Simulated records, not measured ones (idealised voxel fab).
process module | voxel trench capacitor
cross-section cut | 285 nm wide | cells 5 nm
A cross-section is a grid of square cells, given in bands from the top down. A band is one or more rows of cells.
Each band's line starts with the height of the band's top and of its bottom, in nm. Then come its materials from left to right, each with its width in nm. One material with "throughout" fills the band from edge to edge. "air" is empty space.
Height 0 is the level under which the wafer as received is all one material. The lowest band goes on downwards, as in "0 down".
A width such as "30 to 40" changes by the same amount from each row of cells to the next, from the band's top row to its bottom row.
"no change" after a step means that no cell of the cross-section changed.
closed voids: empty space of 8 cells or more with no open way to the top, each as width x height at its distance from the left edge, in nm
after a step's settings: what the simulator itself notes on the step
overlay nm, on a step with a mask: how far to the right of its planned place the mask lay; to the left if negative
plan
1 op RECEIVE | material Si
2 op CONFORMAL_DEP | material SiN | thk nm 10
3 op PATTERN | tone open | mask id TRENCH | material resist | width nm 20 | pitch nm 50 | thk nm 15 | overlay nm 0
4 op DIRECTIONAL_ETCH | etch materials SiN | depth nm 10
5 op DIRECTIONAL_ETCH | etch materials Si | depth nm 35
6 op STRIP | etch materials resist
7 op CONFORMAL_DEP | material SiO2 | thk nm 5
8 op FILL_DEP | material polySi | thk nm 5
9 op CMP | height nm 10
as received, after step 1
  0 down: Si throughout
  closed voids: none
first wafer at the end, as planned
  10 to 0: SiN 105 | SiO2 5 | polySi 10 | SiO2 5 | SiN 30 | SiO2 5 | polySi 10 | SiO2 5 | SiN 110
  0 to -30: Si 105 | SiO2 5 | polySi 10 | SiO2 5 | Si 30 | SiO2 5 | polySi 10 | SiO2 5 | Si 110
  -30 to -35: Si 105 | SiO2 20 | Si 30 | SiO2 20 | Si 110
  -35 down: Si throughout
  closed voids: none
second wafer at the end: like start, like plan, one mistake
  10 to 0: SiN 110 | SiO2 5 | polySi 5 | SiO2 5 | SiN 35 | SiO2 5 | polySi 5 | SiO2 5 | SiN 110
  0 to -30: Si 110 | SiO2 5 | polySi 5 | SiO2 5 | Si 35 | SiO2 5 | polySi 5 | SiO2 5 | Si 110
  -30 to -35: Si 110 | SiO2 15 | Si 35 | SiO2 15 | Si 110
  -35 down: Si throughout
  closed voids: none
what went wrong: step 3 ran as: op PATTERN | tone open | mask id TRENCH | material resist | width nm 15 | pitch nm 50 | thk nm 15 | overlay nm 0
at the end the second wafer has, in cells: 14 more of Si | 4 more of SiN | 2 fewer of SiO2 | 16 fewer of polySi
